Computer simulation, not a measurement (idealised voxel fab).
Module name: voxel self aligned vias (process module)
The cross-section on display is named cut; it measures 190 nm wide, and its cells are 5 nm squares.
Cross-section, as written here: a square-cell grid given band by band from the top down, where a band holds one or more rows of cells.
The entry gives the band's vertical extent as a top height and a bottom height in nm, then its horizontal make-up as materials from left to right, each with a width in nm. "air" stands for empty space; a single material marked "everywhere" fills the band edge to edge.
Where do heights start? At 0: under that level the wafer as delivered is made of one material only. And the lowest band has no floor; it just carries on downward, as in "from 0 down".
Width "30->40": first value at the band's top row of cells, second value at its bottom row, equal change from row to row.
Step marked "nothing changed"? Then no cell in the cross-section changed in it.
Any empty space of 8 cells or more lacking an open way to the top shows up in "Entrapped voids" as width x height at distance, distance from the left edge, in nm.
Formally, on a step line, whatever follows the settings is a remark that the simulator itself makes on the step.
When a step includes a mask, the "overlay nm" setting on its line states how far to the right of its planned place that mask lay, and negative values state how far to the left.

-- Planned process steps
1. RECEIVE | material Si
2. CONFORMAL_DEP | material SiO2 | thk nm 15
3. CONFORMAL_DEP | material SiCN | thk nm 5
4. DIRECTIONAL_DEP | material lowk | thk nm 25
5. PATTERN | tone open | mask id LINES | material resist | width nm 30 | pitch nm 60 | thk nm 20 | overlay nm 0
6. DIRECTIONAL_ETCH | etch materials lowk | depth nm 25
7. STRIP | etch materials resist
8. CONFORMAL_DEP | material TiN | thk nm 5
9. FILL_DEP | material Ru | thk nm 10
10. CMP | height nm 45
11. SELECTIVE_ETCH | etch materials W Ru TiN | depth nm 10
12. FILL_DEP | material SiN | thk nm 5
13. CMP | height nm 45
14. DIRECTIONAL_DEP | material lowk | thk nm 20
15. PATTERN | tone open | mask id VIAS | material resist | width nm 40 | pitch nm 60 | thk nm 20 | overlay nm 0
16. DIRECTIONAL_ETCH | etch materials lowk | depth nm 20
17. DIRECTIONAL_ETCH | etch materials SiN | depth nm 10
18. STRIP | etch materials resist
19. CONFORMAL_DEP | material TiN | thk nm 5
20. FILL_DEP | material Cu | thk nm 10
21. CMP | height nm 65
22. CONFORMAL_DEP | material SiN | thk nm 5

-- Cross-section: wafer on arrival = after step 1
from 0 down = Si everywhere
Entrapped voids: none

-- The cross-section shown corresponds to the wafer at the conclusion of the module. The initial structure and the process plan are those presented above; however, one mistake occurred in executing the plan
from 70 to 65 = SiN everywhere
from 65 to 50 = 15 lowk, then 5 TiN, then 30 Cu, then 5 TiN, then 20 lowk, then 5 TiN, then 30 Cu, then 5 TiN, then 20 lowk, then 5 TiN, then 30 Cu, then 5 TiN, then 15 lowk
from 50 to 45 = 15 lowk, then 40 TiN, then 20 lowk, then 40 TiN, then 20 lowk, then 40 TiN, then 15 lowk
from 45 to 35 = 15 SiN, then 5 TiN, then 30 lowk, then 5 TiN, then 20 SiN, then 5 TiN, then 30 lowk, then 5 TiN, then 20 SiN, then 5 TiN, then 30 lowk, then 5 TiN, then 15 SiN
from 35 to 25 = 15 Ru, then 5 TiN, then 30 lowk, then 5 TiN, then 20 Ru, then 5 TiN, then 30 lowk, then 5 TiN, then 20 Ru, then 5 TiN, then 30 lowk, then 5 TiN, then 15 Ru
from 25 to 20 = 20 TiN, then 30 lowk, then 30 TiN, then 30 lowk, then 30 TiN, then 30 lowk, then 20 TiN
from 20 to 15 = SiCN everywhere
from 15 to 0 = SiO2 everywhere
from 0 down = Si everywhere
Entrapped voids: none
Misprocessing identified: planned and actual differ for step 5; actual: PATTERN | tone cover | mask id LINES | material resist | width nm 30 | pitch nm 60 | thk nm 20 | overlay nm 0
